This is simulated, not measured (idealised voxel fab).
You're looking at the process module voxel fin reveal.
Section shown: cut. Width: 180 nm. Cell size: 5 nm, square.
Bands, listed from the top down, are how a cross-section gets written in this document; the cross-section itself is a grid of square cells, and a band is one or more rows of them. Quick guide to a band line: top height, bottom height (nm) up front; then every material left to right with its width in nm. Only one material and it's marked "everywhere"? Then it fills the band edge to edge. And "blank" just means empty space. Heights are measured from 0, the level below which the as-received wafer is all one material; the lowest band has no bottom and continues downward, written as in "0 and below". The expression "30 to 40" gives the width at the extremes of the band, the first number at its top row of cells and the second at its bottom row, with the width changing by equal amounts from each row to the next in between. Key: "no modification" - step with no changed cell in the cross-section. Each empty space that has no open way to the top and spans at least 8 cells appears under "Fully closed voids" as width x height at distance, the distance counted from the left edge, all in nm. The remark found on a step's line after its settings is issued by the simulator itself and pertains to that step. "overlay nm" on a masked step: distance the mask lay right of its planned place, negative for left.
Listed below are the process steps as planned:
1: RECEIVE with material Si
2: CONFORMAL_DEP with material SiN, thk nm 10
3: MASKED_ETCH with tone cover, mask id FINS, width nm 15, pitch nm 40, etch materials SiN, depth nm 10, overlay nm 0
4: MASKED_ETCH with tone cover, mask id FINS, width nm 15, pitch nm 40, etch materials Si, depth nm 30, overlay nm 0
5: FILL_DEP with material SiO2, thk nm 5
6: CMP with height nm 10
7: SELECTIVE_ETCH with etch materials SiO2, depth nm 25
8: STRIP with etch materials SiN
Cross-sectional view of the wafer in its as-received condition, corresponding to the state after step 1:
    0 and below: Si everywhere
    Fully closed voids: none
Look at the cross-section after the module: the wafer started out the way shown above and the plan was the one shown above, yet one mistake was made along the way:
    10 down to 0: blank 60 nm / SiN 15 nm / blank 25 nm / SiN 15 nm / blank 65 nm
    0 down to -15: blank 60 nm / Si 15 nm / blank 25 nm / Si 15 nm / blank 65 nm
    -15 down to -30: SiO2 60 nm / Si 15 nm / SiO2 25 nm / Si 15 nm / SiO2 65 nm
    -30 and below: Si everywhere
    Fully closed voids: none
Misprocessing identified: step 8 of the plan was excluded from execution and never run
